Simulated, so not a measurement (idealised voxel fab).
The name of this process module is voxel wiring stack.
Square cell edge 5 nm, section width 260 nm, ID cut.
This document writes a cross-section as a grid whose cells are square, and gives it as bands, listed from the top down; one or more rows of cells form a band.
In this notation a band is specified by the heights of its top and bottom, in that order and in nm, after which its materials appear from left to right, each paired with its width in nm. The word "full width" attached to a single material means that material fills the band from edge to edge; the word "blank" stands for empty space.
A quick word on heights: they are counted from 0, and under that level the wafer as it came to us is one material throughout. The lowest band is different from the rest in having no bottom; it simply continues downward, written as in "0 and below".
Quick explanation for "30 to 40": the width changes in equal steps down the rows of cells, from the first number in the band's top row to the second number in its bottom row.
A step reported as "all unchanged" is a step in which no cell of the cross-section changed.
Voids not open to the top, 8 cells minimum: see "Sealed void listing". Written width x height at distance; distance is from the left edge; nm.
Formally, on a step line, whatever follows the settings is a remark that the simulator itself makes on the step.
For masked steps, "overlay nm" on the step line gives how far right of plan the mask actually lay; a minus sign means it lay to the left.

plan
1) RECEIVE: material Si
2) CONFORMAL_DEP: material SiO2, thk nm 15
3) CONFORMAL_DEP: material SiCN, thk nm 5
4) DIRECTIONAL_DEP: material lowk, thk nm 25
5) PATTERN: tone open, mask id METAL_1, material resist, width nm 25, pitch nm 40, thk nm 15, overlay nm 0
6) DIRECTIONAL_ETCH: etch materials lowk, depth nm 25
7) DIRECTIONAL_ETCH: etch materials SiCN, depth nm 5
8) STRIP: etch materials resist
9) CONFORMAL_DEP: material TiN, thk nm 5
10) FILL_DEP: material Cu, thk nm 10
11) CMP: height nm 45
12) CONFORMAL_DEP: material SiCN, thk nm 5
13) DIRECTIONAL_DEP: material lowk, thk nm 35
14) PATTERN: tone open, mask id METAL_2_HOLES, material resist, width nm 15, pitch nm 40, thk nm 15, overlay nm 0
15) DIRECTIONAL_ETCH: etch materials lowk, depth nm 35
16) STRIP: etch materials resist
17) MASKED_ETCH: tone open, mask id METAL_2, width nm 25, pitch nm 40, etch materials lowk, depth nm 20, overlay nm 0
18) MASKED_ETCH: tone open, mask id METAL_2, width nm 25, pitch nm 40, etch materials SiCN, depth nm 5, overlay nm 0
19) CONFORMAL_DEP: material TiN, thk nm 5
20) FILL_DEP: material Ru, thk nm 5
21) CMP: height nm 85
22) CONFORMAL_DEP: material SiCN, thk nm 5
23) DIRECTIONAL_DEP: material lowk, thk nm 35
24) DIRECTIONAL_DEP: material aC, thk nm 10
25) PATTERN: tone open, mask id METAL_3, material resist, width nm 25, pitch nm 40, thk nm 30, overlay nm 0
26) DIRECTIONAL_ETCH: etch materials aC, depth nm 10
27) STRIP: etch materials resist
28) DIRECTIONAL_ETCH: etch materials lowk, depth nm 20
29) STRIP: etch materials aC
30) DIRECTIONAL_DEP: material aC, thk nm 10
31) PATTERN: tone open, mask id METAL_3_HOLES, material resist, width nm 15, pitch nm 80, thk nm 30, overlay nm 0
32) DIRECTIONAL_ETCH: etch materials aC, depth nm 10
33) STRIP: etch materials resist
34) DIRECTIONAL_ETCH: etch materials lowk, depth nm 15
35) DIRECTIONAL_ETCH: etch materials SiCN, depth nm 5
36) STRIP: etch materials aC
37) CONFORMAL_DEP: material TiN, thk nm 5
38) FILL_DEP: material Cu, thk nm 10
39) CMP: height nm 125
40) CONFORMAL_DEP: material SiCN, thk nm 5
41) DIRECTIONAL_DEP: material lowk, thk nm 35
42) PATTERN: tone open, mask id METAL_4_HOLES, material resist, width nm 15, pitch nm 40, thk nm 20, overlay nm 0
43) DIRECTIONAL_ETCH: etch materials lowk, depth nm 35
44) STRIP: etch materials resist
45) DIRECTIONAL_DEP: material aC, thk nm 10
46) PATTERN: tone open, mask id METAL_4, material resist, width nm 25, pitch nm 40, thk nm 30, overlay nm 0
47) DIRECTIONAL_ETCH: etch materials aC, depth nm 10
48) STRIP: etch materials resist
49) DIRECTIONAL_ETCH: etch materials lowk, depth nm 20
50) DIRECTIONAL_ETCH: etch materials SiCN, depth nm 5
51) STRIP: etch materials aC
52) CONFORMAL_DEP: material TiN, thk nm 5
53) FILL_DEP: material Cu, thk nm 10
54) CMP: height nm 165
55) CONFORMAL_DEP: material SiCN, thk nm 5

First wafer out of two, processed as planned

As-received state of the wafer in cross-section, equivalent to post-step 1
	0 and below: Si full width
	Sealed void listing: none

So this is the wafer cross-section right after step 2
	15 down to 0: SiO2 full width
	Rest of section, below 0: as before.

So this is the wafer cross-section right after step 3
	20 down to 15: SiCN full width
	Rest of section, below 15: as before.

So this is the wafer cross-section right after step 4
	45 down to 20: lowk full width
	Rest of section, below 20: as before.

So this is the wafer cross-section right after step 5
	60 down to 45: 75 resist, 25 blank, 15 resist, 25 blank, 15 resist, 25 blank, 80 resist
	Rest of section, below 45: as before.

So this is the wafer cross-section right after step 6
	60 down to 45: 75 resist, 25 blank, 15 resist, 25 blank, 15 resist, 25 blank, 80 resist
	45 down to 20: 75 lowk, 25 blank, 15 lowk, 25 blank, 15 lowk, 25 blank, 80 lowk
	Rest of section, below 20: as before.

So this is the wafer cross-section right after step 7
	60 down to 45: 75 resist, 25 blank, 15 resist, 25 blank, 15 resist, 25 blank, 80 resist
	45 down to 20: 75 lowk, 25 blank, 15 lowk, 25 blank, 15 lowk, 25 blank, 80 lowk
	20 down to 15: 75 SiCN, 25 blank, 15 SiCN, 25 blank, 15 SiCN, 25 blank, 80 SiCN
	Rest of section, below 15: as before.

So this is the wafer cross-section right after step 8
	45 down to 20: 75 lowk, 25 blank, 15 lowk, 25 blank, 15 lowk, 25 blank, 80 lowk
	Rest of section, below 20: as before.

So this is the wafer cross-section right after step 9
	50 down to 45: 80 TiN, 15 blank, 25 TiN, 15 blank, 25 TiN, 15 blank, 85 TiN
	45 down to 20: 75 lowk, 5 TiN, 15 blank, 5 TiN, 15 lowk, 5 TiN, 15 blank, 5 TiN, 15 lowk, 5 TiN, 15 blank, 5 TiN, 80 lowk
	20 down to 15: 75 SiCN, 25 TiN, 15 SiCN, 25 TiN, 15 SiCN, 25 TiN, 80 SiCN
	Rest of section, below 15: as before.

So this is the wafer cross-section right after step 10
	60 down to 50: Cu full width
	50 down to 45: 80 TiN, 15 Cu, 25 TiN, 15 Cu, 25 TiN, 15 Cu, 85 TiN
	45 down to 20: 75 lowk, 5 TiN, 15 Cu, 5 TiN, 15 lowk, 5 TiN, 15 Cu, 5 TiN, 15 lowk, 5 TiN, 15 Cu, 5 TiN, 80 lowk
	Rest of section, below 20: as before.

So this is the wafer cross-section right after step 11
	45 down to 20: 75 lowk, 5 TiN, 15 Cu, 5 TiN, 15 lowk, 5 TiN, 15 Cu, 5 TiN, 15 lowk, 5 TiN, 15 Cu, 5 TiN, 80 lowk
	Rest of section, below 20: as before.

So this is the wafer cross-section right after step 12
	50 down to 45: SiCN full width
	Rest of section, below 45: as before.

So this is the wafer cross-section right after step 13
	85 down to 50: lowk full width
	Rest of section, below 50: as before.

So this is the wafer cross-section right after step 14
	100 down to 85: 75 resist, 15 blank, 25 resist, 15 blank, 25 resist, 15 blank, 90 resist
	Rest of section, below 85: as before.

So this is the wafer cross-section right after step 15
	100 down to 85: 75 resist, 15 blank, 25 resist, 15 blank, 25 resist, 15 blank, 90 resist
	85 down to 50: 75 lowk, 15 blank, 25 lowk, 15 blank, 25 lowk, 15 blank, 90 lowk
	Rest of section, below 50: as before.

So this is the wafer cross-section right after step 16
	85 down to 50: 75 lowk, 15 blank, 25 lowk, 15 blank, 25 lowk, 15 blank, 90 lowk
	Rest of section, below 50: as before.

So this is the wafer cross-section right after step 17
	85 down to 65: 75 lowk, 25 blank, 15 lowk, 25 blank, 15 lowk, 25 blank, 80 lowk
	Rest of section, below 65: as before.

So this is the wafer cross-section right after step 18
	85 down to 65: 75 lowk, 25 blank, 15 lowk, 25 blank, 15 lowk, 25 blank, 80 lowk
	65 down to 50: 75 lowk, 15 blank, 25 lowk, 15 blank, 25 lowk, 15 blank, 90 lowk
	50 down to 45: 75 SiCN, 15 blank, 25 SiCN, 15 blank, 25 SiCN, 15 blank, 90 SiCN
	Rest of section, below 45: as before.

So this is the wafer cross-section right after step 19
	90 down to 85: 80 TiN, 15 blank, 25 TiN, 15 blank, 25 TiN, 15 blank, 85 TiN
	85 down to 70: 75 lowk, 5 TiN, 15 blank, 5 TiN, 15 lowk, 5 TiN, 15 blank, 5 TiN, 15 lowk, 5 TiN, 15 blank, 5 TiN, 80 lowk
	70 down to 65: 75 lowk, 5 TiN, 5 blank, 15 TiN, 15 lowk, 5 TiN, 5 blank, 15 TiN, 15 lowk, 5 TiN, 5 blank, 15 TiN, 80 lowk
	65 down to 50: 75 lowk, 5 TiN, 5 blank, 5 TiN, 25 lowk, 5 TiN, 5 blank, 5 TiN, 25 lowk, 5 TiN, 5 blank, 5 TiN, 90 lowk
	50 down to 45: 75 SiCN, 15 TiN, 25 SiCN, 15 TiN, 25 SiCN, 15 TiN, 90 SiCN
	Rest of section, below 45: as before.

So this is the wafer cross-section right after step 20
	95 down to 90: Ru full width
	90 down to 85: 80 TiN, 15 Ru, 25 TiN, 15 Ru, 25 TiN, 15 Ru, 85 TiN
	85 down to 70: 75 lowk, 5 TiN, 15 Ru, 5 TiN, 15 lowk, 5 TiN, 15 Ru, 5 TiN, 15 lowk, 5 TiN, 15 Ru, 5 TiN, 80 lowk
	70 down to 65: 75 lowk, 5 TiN, 5 Ru, 15 TiN, 15 lowk, 5 TiN, 5 Ru, 15 TiN, 15 lowk, 5 TiN, 5 Ru, 15 TiN, 80 lowk
	65 down to 50: 75 lowk, 5 TiN, 5 Ru, 5 TiN, 25 lowk, 5 TiN, 5 Ru, 5 TiN, 25 lowk, 5 TiN, 5 Ru, 5 TiN, 90 lowk
	Rest of section, below 50: as before.

So this is the wafer cross-section right after step 21
	85 down to 70: 75 lowk, 5 TiN, 15 Ru, 5 TiN, 15 lowk, 5 TiN, 15 Ru, 5 TiN, 15 lowk, 5 TiN, 15 Ru, 5 TiN, 80 lowk
	Rest of section, below 70: as before.

So this is the wafer cross-section right after step 22
	90 down to 85: SiCN full width
	Rest of section, below 85: as before.

So this is the wafer cross-section right after step 23
	125 down to 90: lowk full width
	Rest of section, below 90: as before.

So this is the wafer cross-section right after step 24
	135 down to 125: aC full width
	Rest of section, below 125: as before.

So this is the wafer cross-section right after step 25
	165 down to 135: 75 resist, 25 blank, 15 resist, 25 blank, 15 resist, 25 blank, 80 resist
	Rest of section, below 135: as before.

So this is the wafer cross-section right after step 26
	155 down to 135: 75 resist, 25 blank, 15 resist, 25 blank, 15 resist, 25 blank, 80 resist
	135 down to 125: 75 aC, 25 blank, 15 aC, 25 blank, 15 aC, 25 blank, 80 aC
	Rest of section, below 125: as before.

So this is the wafer cross-section right after step 27
	135 down to 125: 75 aC, 25 blank, 15 aC, 25 blank, 15 aC, 25 blank, 80 aC
	Rest of section, below 125: as before.

So this is the wafer cross-section right after step 28
	135 down to 125: 75 aC, 25 blank, 15 aC, 25 blank, 15 aC, 25 blank, 80 aC
	125 down to 105: 75 lowk, 25 blank, 15 lowk, 25 blank, 15 lowk, 25 blank, 80 lowk
	Rest of section, below 105: as before.

So this is the wafer cross-section right after step 29
	125 down to 105: 75 lowk, 25 blank, 15 lowk, 25 blank, 15 lowk, 25 blank, 80 lowk
	Rest of section, below 105: as before.

So this is the wafer cross-section right after step 30
	135 down to 125: 75 aC, 25 blank, 15 aC, 25 blank, 15 aC, 25 blank, 80 aC
	125 down to 115: 75 lowk, 25 blank, 15 lowk, 25 blank, 15 lowk, 25 blank, 80 lowk
	115 down to 105: 75 lowk, 25 aC, 15 lowk, 25 aC, 15 lowk, 25 aC, 80 lowk
	Rest of section, below 105: as before.

So this is the wafer cross-section right after step 31
	165 down to 135: 75 resist, 15 blank, 65 resist, 15 blank, 90 resist
	135 down to 125: 75 aC, 15 blank, 10 resist, 15 aC, 25 resist, 15 aC, 15 blank, 10 resist, 80 aC
	125 down to 115: 75 lowk, 15 blank, 10 resist, 15 lowk, 25 resist, 15 lowk, 15 blank, 10 resist, 80 lowk
	Rest of section, below 115: as before.

So this is the wafer cross-section right after step 32
	155 down to 135: 75 resist, 15 blank, 65 resist, 15 blank, 90 resist
	135 down to 125: 75 aC, 15 blank, 10 resist, 15 aC, 25 resist, 15 aC, 15 blank, 10 resist, 80 aC
	125 down to 115: 75 lowk, 15 blank, 10 resist, 15 lowk, 25 resist, 15 lowk, 15 blank, 10 resist, 80 lowk
	115 down to 105: 75 lowk, 15 blank, 10 aC, 15 lowk, 25 aC, 15 lowk, 15 blank, 10 aC, 80 lowk
	Rest of section, below 105: as before.

So this is the wafer cross-section right after step 33
	135 down to 125: 75 aC, 25 blank, 15 aC, 25 blank, 15 aC, 25 blank, 80 aC
	125 down to 115: 75 lowk, 25 blank, 15 lowk, 25 blank, 15 lowk, 25 blank, 80 lowk
	Rest of section, below 115: as before.

So this is the wafer cross-section right after step 34
	135 down to 125: 75 aC, 25 blank, 15 aC, 25 blank, 15 aC, 25 blank, 80 aC
	125 down to 115: 75 lowk, 25 blank, 15 lowk, 25 blank, 15 lowk, 25 blank, 80 lowk
	115 down to 105: 75 lowk, 15 blank, 10 aC, 15 lowk, 25 aC, 15 lowk, 15 blank, 10 aC, 80 lowk
	105 down to 90: 75 lowk, 15 blank, 65 lowk, 15 blank, 90 lowk
	Rest of section, below 90: as before.

So this is the wafer cross-section right after step 35
	135 down to 125: 75 aC, 25 blank, 15 aC, 25 blank, 15 aC, 25 blank, 80 aC
	125 down to 115: 75 lowk, 25 blank, 15 lowk, 25 blank, 15 lowk, 25 blank, 80 lowk
	115 down to 105: 75 lowk, 15 blank, 10 aC, 15 lowk, 25 aC, 15 lowk, 15 blank, 10 aC, 80 lowk
	105 down to 90: 75 lowk, 15 blank, 65 lowk, 15 blank, 90 lowk
	90 down to 85: 75 SiCN, 15 blank, 65 SiCN, 15 blank, 90 SiCN
	Rest of section, below 85: as before.

So this is the wafer cross-section right after step 36
	125 down to 105: 75 lowk, 25 blank, 15 lowk, 25 blank, 15 lowk, 25 blank, 80 lowk
	Rest of section, below 105: as before.

So this is the wafer cross-section right after step 37
	130 down to 125: 80 TiN, 15 blank, 25 TiN, 15 blank, 25 TiN, 15 blank, 85 TiN
	125 down to 110: 75 lowk, 5 TiN, 15 blank, 5 TiN, 15 lowk, 5 TiN, 15 blank, 5 TiN, 15 lowk, 5 TiN, 15 blank, 5 TiN, 80 lowk
	110 down to 105: 75 lowk, 5 TiN, 5 blank, 15 TiN, 15 lowk, 25 TiN, 15 lowk, 5 TiN, 5 blank, 15 TiN, 80 lowk
	105 down to 90: 75 lowk, 5 TiN, 5 blank, 5 TiN, 65 lowk, 5 TiN, 5 blank, 5 TiN, 90 lowk
	90 down to 85: 75 SiCN, 15 TiN, 65 SiCN, 15 TiN, 90 SiCN
	Rest of section, below 85: as before.

So this is the wafer cross-section right after step 38
	140 down to 130: Cu full width
	130 down to 125: 80 TiN, 15 Cu, 25 TiN, 15 Cu, 25 TiN, 15 Cu, 85 TiN
	125 down to 110: 75 lowk, 5 TiN, 15 Cu, 5 TiN, 15 lowk, 5 TiN, 15 Cu, 5 TiN, 15 lowk, 5 TiN, 15 Cu, 5 TiN, 80 lowk
	110 down to 105: 75 lowk, 5 TiN, 5 Cu, 15 TiN, 15 lowk, 25 TiN, 15 lowk, 5 TiN, 5 Cu, 15 TiN, 80 lowk
	105 down to 90: 75 lowk, 5 TiN, 5 Cu, 5 TiN, 65 lowk, 5 TiN, 5 Cu, 5 TiN, 90 lowk
	Rest of section, below 90: as before.

So this is the wafer cross-section right after step 39
	125 down to 110: 75 lowk, 5 TiN, 15 Cu, 5 TiN, 15 lowk, 5 TiN, 15 Cu, 5 TiN, 15 lowk, 5 TiN, 15 Cu, 5 TiN, 80 lowk
	Rest of section, below 110: as before.

So this is the wafer cross-section right after step 40
	130 down to 125: SiCN full width
	Rest of section, below 125: as before.

So this is the wafer cross-section right after step 41
	165 down to 130: lowk full width
	Rest of section, below 130: as before.

So this is the wafer cross-section right after step 42
	185 down to 165: 75 resist, 15 blank, 25 resist, 15 blank, 25 resist, 15 blank, 90 resist
	Rest of section, below 165: as before.

So this is the wafer cross-section right after step 43
	185 down to 165: 75 resist, 15 blank, 25 resist, 15 blank, 25 resist, 15 blank, 90 resist
	165 down to 130: 75 lowk, 15 blank, 25 lowk, 15 blank, 25 lowk, 15 blank, 90 lowk
	Rest of section, below 130: as before.

So this is the wafer cross-section right after step 44
	165 down to 130: 75 lowk, 15 blank, 25 lowk, 15 blank, 25 lowk, 15 blank, 90 lowk
	Rest of section, below 130: as before.

So this is the wafer cross-section right after step 45
	175 down to 165: 75 aC, 15 blank, 25 aC, 15 blank, 25 aC, 15 blank, 90 aC
	165 down to 140: 75 lowk, 15 blank, 25 lowk, 15 blank, 25 lowk, 15 blank, 90 lowk
	140 down to 130: 75 lowk, 15 aC, 25 lowk, 15 aC, 25 lowk, 15 aC, 90 lowk
	Rest of section, below 130: as before.

So this is the wafer cross-section right after step 46
	205 down to 175: 75 resist, 25 blank, 15 resist, 25 blank, 15 resist, 25 blank, 80 resist
	Rest of section, below 175: as before.

So this is the wafer cross-section right after step 47
	195 down to 175: 75 resist, 25 blank, 15 resist, 25 blank, 15 resist, 25 blank, 80 resist
	175 down to 165: 75 aC, 25 blank, 15 aC, 25 blank, 15 aC, 25 blank, 80 aC
	165 down to 130: 75 lowk, 15 blank, 25 lowk, 15 blank, 25 lowk, 15 blank, 90 lowk
	Rest of section, below 130: as before.

So this is the wafer cross-section right after step 48
	175 down to 165: 75 aC, 25 blank, 15 aC, 25 blank, 15 aC, 25 blank, 80 aC
	Rest of section, below 165: as before.

So this is the wafer cross-section right after step 49
	175 down to 165: 75 aC, 25 blank, 15 aC, 25 blank, 15 aC, 25 blank, 80 aC
	165 down to 145: 75 lowk, 25 blank, 15 lowk, 25 blank, 15 lowk, 25 blank, 80 lowk
	Rest of section, below 145: as before.

So this is the wafer cross-section right after step 50
	175 down to 165: 75 aC, 25 blank, 15 aC, 25 blank, 15 aC, 25 blank, 80 aC
	165 down to 145: 75 lowk, 25 blank, 15 lowk, 25 blank, 15 lowk, 25 blank, 80 lowk
	145 down to 130: 75 lowk, 15 blank, 25 lowk, 15 blank, 25 lowk, 15 blank, 90 lowk
	130 down to 125: 75 SiCN, 15 blank, 25 SiCN, 15 blank, 25 SiCN, 15 blank, 90 SiCN
	Rest of section, below 125: as before.

So this is the wafer cross-section right after step 51
	165 down to 145: 75 lowk, 25 blank, 15 lowk, 25 blank, 15 lowk, 25 blank, 80 lowk
	Rest of section, below 145: as before.

So this is the wafer cross-section right after step 52
	170 down to 165: 80 TiN, 15 blank, 25 TiN, 15 blank, 25 TiN, 15 blank, 85 TiN
	165 down to 150: 75 lowk, 5 TiN, 15 blank, 5 TiN, 15 lowk, 5 TiN, 15 blank, 5 TiN, 15 lowk, 5 TiN, 15 blank, 5 TiN, 80 lowk
	150 down to 145: 75 lowk, 5 TiN, 5 blank, 15 TiN, 15 lowk, 5 TiN, 5 blank, 15 TiN, 15 lowk, 5 TiN, 5 blank, 15 TiN, 80 lowk
	145 down to 130: 75 lowk, 5 TiN, 5 blank, 5 TiN, 25 lowk, 5 TiN, 5 blank, 5 TiN, 25 lowk, 5 TiN, 5 blank, 5 TiN, 90 lowk
	130 down to 125: 75 SiCN, 15 TiN, 25 SiCN, 15 TiN, 25 SiCN, 15 TiN, 90 SiCN
	Rest of section, below 125: as before.

So this is the wafer cross-section right after step 53
	180 down to 170: Cu full width
	170 down to 165: 80 TiN, 15 Cu, 25 TiN, 15 Cu, 25 TiN, 15 Cu, 85 TiN
	165 down to 150: 75 lowk, 5 TiN, 15 Cu, 5 TiN, 15 lowk, 5 TiN, 15 Cu, 5 TiN, 15 lowk, 5 TiN, 15 Cu, 5 TiN, 80 lowk
	150 down to 145: 75 lowk, 5 TiN, 5 Cu, 15 TiN, 15 lowk, 5 TiN, 5 Cu, 15 TiN, 15 lowk, 5 TiN, 5 Cu, 15 TiN, 80 lowk
	145 down to 130: 75 lowk, 5 TiN, 5 Cu, 5 TiN, 25 lowk, 5 TiN, 5 Cu, 5 TiN, 25 lowk, 5 TiN, 5 Cu, 5 TiN, 90 lowk
	Rest of section, below 130: as before.

So this is the wafer cross-section right after step 54
	165 down to 150: 75 lowk, 5 TiN, 15 Cu, 5 TiN, 15 lowk, 5 TiN, 15 Cu, 5 TiN, 15 lowk, 5 TiN, 15 Cu, 5 TiN, 80 lowk
	Rest of section, below 150: as before.

So this is the wafer cross-section right after step 55
	170 down to 165: SiCN full width
	Rest of section, below 165: as before.

Companion wafer, the second of two: same beginning, same intended sequence, one mistake in carrying it out; through step 27 inclusive it tracks the first exactly

Cross-section of the second wafer when, according to plan, step 28 should have finished
	135 down to 125: 75 aC, 25 blank, 15 aC, 25 blank, 15 aC, 25 blank, 80 aC
	125 down to 90: 75 lowk, 25 blank, 15 lowk, 25 blank, 15 lowk, 25 blank, 80 lowk
	Rest of section, below 90: as before.

Cross-section of the second wafer when, according to plan, step 29 should have finished
	125 down to 90: 75 lowk, 25 blank, 15 lowk, 25 blank, 15 lowk, 25 blank, 80 lowk
	Rest of section, below 90: as before.

Cross-section of the second wafer when, according to plan, step 30 should have finished
	135 down to 125: 75 aC, 25 blank, 15 aC, 25 blank, 15 aC, 25 blank, 80 aC
	125 down to 100: 75 lowk, 25 blank, 15 lowk, 25 blank, 15 lowk, 25 blank, 80 lowk
	100 down to 90: 75 lowk, 25 aC, 15 lowk, 25 aC, 15 lowk, 25 aC, 80 lowk
	Rest of section, below 90: as before.

Cross-section of the second wafer when, according to plan, step 31 should have finished
	165 down to 135: 75 resist, 15 blank, 65 resist, 15 blank, 90 resist
	135 down to 125: 75 aC, 15 blank, 10 resist, 15 aC, 25 resist, 15 aC, 15 blank, 10 resist, 80 aC
	125 down to 100: 75 lowk, 15 blank, 10 resist, 15 lowk, 25 resist, 15 lowk, 15 blank, 10 resist, 80 lowk
	Rest of section, below 100: as before.

Cross-section of the second wafer when, according to plan, step 32 should have finished
	155 down to 135: 75 resist, 15 blank, 65 resist, 15 blank, 90 resist
	135 down to 125: 75 aC, 15 blank, 10 resist, 15 aC, 25 resist, 15 aC, 15 blank, 10 resist, 80 aC
	125 down to 100: 75 lowk, 15 blank, 10 resist, 15 lowk, 25 resist, 15 lowk, 15 blank, 10 resist, 80 lowk
	100 down to 90: 75 lowk, 15 blank, 10 aC, 15 lowk, 25 aC, 15 lowk, 15 blank, 10 aC, 80 lowk
	Rest of section, below 90: as before.

Cross-section of the second wafer when, according to plan, step 33 should have finished
	135 down to 125: 75 aC, 25 blank, 15 aC, 25 blank, 15 aC, 25 blank, 80 aC
	125 down to 100: 75 lowk, 25 blank, 15 lowk, 25 blank, 15 lowk, 25 blank, 80 lowk
	Rest of section, below 100: as before.

Cross-section of the second wafer when, according to plan, step 34 should have finished: all unchanged

Cross-section of the second wafer when, according to plan, step 35 should have finished
	135 down to 125: 75 aC, 25 blank, 15 aC, 25 blank, 15 aC, 25 blank, 80 aC
	125 down to 100: 75 lowk, 25 blank, 15 lowk, 25 blank, 15 lowk, 25 blank, 80 lowk
	100 down to 90: 75 lowk, 15 blank, 10 aC, 15 lowk, 25 aC, 15 lowk, 15 blank, 10 aC, 80 lowk
	90 down to 85: 75 SiCN, 15 blank, 65 SiCN, 15 blank, 90 SiCN
	Rest of section, below 85: as before.

Cross-section of the second wafer when, according to plan, step 36 should have finished
	125 down to 90: 75 lowk, 25 blank, 15 lowk, 25 blank, 15 lowk, 25 blank, 80 lowk
	Rest of section, below 90: as before.

Cross-section of the second wafer when, according to plan, step 37 should have finished
	130 down to 125: 80 TiN, 15 blank, 25 TiN, 15 blank, 25 TiN, 15 blank, 85 TiN
	125 down to 95: 75 lowk, 5 TiN, 15 blank, 5 TiN, 15 lowk, 5 TiN, 15 blank, 5 TiN, 15 lowk, 5 TiN, 15 blank, 5 TiN, 80 lowk
	95 down to 90: 75 lowk, 5 TiN, 5 blank, 15 TiN, 15 lowk, 25 TiN, 15 lowk, 5 TiN, 5 blank, 15 TiN, 80 lowk
	90 down to 85: 75 SiCN, 15 TiN, 65 SiCN, 15 TiN, 90 SiCN
	Rest of section, below 85: as before.

Cross-section of the second wafer when, according to plan, step 38 should have finished
	140 down to 130: Cu full width
	130 down to 125: 80 TiN, 15 Cu, 25 TiN, 15 Cu, 25 TiN, 15 Cu, 85 TiN
	125 down to 95: 75 lowk, 5 TiN, 15 Cu, 5 TiN, 15 lowk, 5 TiN, 15 Cu, 5 TiN, 15 lowk, 5 TiN, 15 Cu, 5 TiN, 80 lowk
	95 down to 90: 75 lowk, 5 TiN, 5 Cu, 15 TiN, 15 lowk, 25 TiN, 15 lowk, 5 TiN, 5 Cu, 15 TiN, 80 lowk
	Rest of section, below 90: as before.

Cross-section of the second wafer when, according to plan, step 39 should have finished
	125 down to 95: 75 lowk, 5 TiN, 15 Cu, 5 TiN, 15 lowk, 5 TiN, 15 Cu, 5 TiN, 15 lowk, 5 TiN, 15 Cu, 5 TiN, 80 lowk
	Rest of section, below 95: as before.

Cross-section of the second wafer when, according to plan, step 40 should have finished
	130 down to 125: SiCN full width
	Rest of section, below 125: as before.

Cross-section of the second wafer when, according to plan, step 41 should have finished
	165 down to 130: lowk full width
	Rest of section, below 130: as before.

Cross-section of the second wafer when, according to plan, step 42 should have finished
	185 down to 165: 75 resist, 15 blank, 25 resist, 15 blank, 25 resist, 15 blank, 90 resist
	Rest of section, below 165: as before.

Cross-section of the second wafer when, according to plan, step 43 should have finished
	185 down to 165: 75 resist, 15 blank, 25 resist, 15 blank, 25 resist, 15 blank, 90 resist
	165 down to 130: 75 lowk, 15 blank, 25 lowk, 15 blank, 25 lowk, 15 blank, 90 lowk
	Rest of section, below 130: as before.

Cross-section of the second wafer when, according to plan, step 44 should have finished
	165 down to 130: 75 lowk, 15 blank, 25 lowk, 15 blank, 25 lowk, 15 blank, 90 lowk
	Rest of section, below 130: as before.

Cross-section of the second wafer when, according to plan, step 45 should have finished
	175 down to 165: 75 aC, 15 blank, 25 aC, 15 blank, 25 aC, 15 blank, 90 aC
	165 down to 140: 75 lowk, 15 blank, 25 lowk, 15 blank, 25 lowk, 15 blank, 90 lowk
	140 down to 130: 75 lowk, 15 aC, 25 lowk, 15 aC, 25 lowk, 15 aC, 90 lowk
	Rest of section, below 130: as before.

Cross-section of the second wafer when, according to plan, step 46 should have finished
	205 down to 175: 75 resist, 25 blank, 15 resist, 25 blank, 15 resist, 25 blank, 80 resist
	Rest of section, below 175: as before.

Cross-section of the second wafer when, according to plan, step 47 should have finished
	195 down to 175: 75 resist, 25 blank, 15 resist, 25 blank, 15 resist, 25 blank, 80 resist
	175 down to 165: 75 aC, 25 blank, 15 aC, 25 blank, 15 aC, 25 blank, 80 aC
	165 down to 130: 75 lowk, 15 blank, 25 lowk, 15 blank, 25 lowk, 15 blank, 90 lowk
	Rest of section, below 130: as before.

Cross-section of the second wafer when, according to plan, step 48 should have finished
	175 down to 165: 75 aC, 25 blank, 15 aC, 25 blank, 15 aC, 25 blank, 80 aC
	Rest of section, below 165: as before.

Cross-section of the second wafer when, according to plan, step 49 should have finished
	175 down to 165: 75 aC, 25 blank, 15 aC, 25 blank, 15 aC, 25 blank, 80 aC
	165 down to 145: 75 lowk, 25 blank, 15 lowk, 25 blank, 15 lowk, 25 blank, 80 lowk
	Rest of section, below 145: as before.

Cross-section of the second wafer when, according to plan, step 50 should have finished
	175 down to 165: 75 aC, 25 blank, 15 aC, 25 blank, 15 aC, 25 blank, 80 aC
	165 down to 145: 75 lowk, 25 blank, 15 lowk, 25 blank, 15 lowk, 25 blank, 80 lowk
	145 down to 130: 75 lowk, 15 blank, 25 lowk, 15 blank, 25 lowk, 15 blank, 90 lowk
	130 down to 125: 75 SiCN, 15 blank, 25 SiCN, 15 blank, 25 SiCN, 15 blank, 90 SiCN
	Rest of section, below 125: as before.

Cross-section of the second wafer when, according to plan, step 51 should have finished
	165 down to 145: 75 lowk, 25 blank, 15 lowk, 25 blank, 15 lowk, 25 blank, 80 lowk
	Rest of section, below 145: as before.

Cross-section of the second wafer when, according to plan, step 52 should have finished
	170 down to 165: 80 TiN, 15 blank, 25 TiN, 15 blank, 25 TiN, 15 blank, 85 TiN
	165 down to 150: 75 lowk, 5 TiN, 15 blank, 5 TiN, 15 lowk, 5 TiN, 15 blank, 5 TiN, 15 lowk, 5 TiN, 15 blank, 5 TiN, 80 lowk
	150 down to 145: 75 lowk, 5 TiN, 5 blank, 15 TiN, 15 lowk, 5 TiN, 5 blank, 15 TiN, 15 lowk, 5 TiN, 5 blank, 15 TiN, 80 lowk
	145 down to 130: 75 lowk, 5 TiN, 5 blank, 5 TiN, 25 lowk, 5 TiN, 5 blank, 5 TiN, 25 lowk, 5 TiN, 5 blank, 5 TiN, 90 lowk
	130 down to 125: 75 SiCN, 15 TiN, 25 SiCN, 15 TiN, 25 SiCN, 15 TiN, 90 SiCN
	Rest of section, below 125: as before.

Cross-section of the second wafer when, according to plan, step 53 should have finished
	180 down to 170: Cu full width
	170 down to 165: 80 TiN, 15 Cu, 25 TiN, 15 Cu, 25 TiN, 15 Cu, 85 TiN
	165 down to 150: 75 lowk, 5 TiN, 15 Cu, 5 TiN, 15 lowk, 5 TiN, 15 Cu, 5 TiN, 15 lowk, 5 TiN, 15 Cu, 5 TiN, 80 lowk
	150 down to 145: 75 lowk, 5 TiN, 5 Cu, 15 TiN, 15 lowk, 5 TiN, 5 Cu, 15 TiN, 15 lowk, 5 TiN, 5 Cu, 15 TiN, 80 lowk
	145 down to 130: 75 lowk, 5 TiN, 5 Cu, 5 TiN, 25 lowk, 5 TiN, 5 Cu, 5 TiN, 25 lowk, 5 TiN, 5 Cu, 5 TiN, 90 lowk
	Rest of section, below 130: as before.

Cross-section of the second wafer when, according to plan, step 54 should have finished
	165 down to 150: 75 lowk, 5 TiN, 15 Cu, 5 TiN, 15 lowk, 5 TiN, 15 Cu, 5 TiN, 15 lowk, 5 TiN, 15 Cu, 5 TiN, 80 lowk
	Rest of section, below 150: as before.

Cross-section of the second wafer when, according to plan, step 55 should have finished
	170 down to 165: SiCN full width
	Rest of section, below 165: as before.
What went wrong in running the wafer? twice, step 28 of the plan was run
End check, counted in cells, second wafer has more or fewer of these materials than the first: 21 more of Cu, 6 more of TiN, 27 fewer of lowk
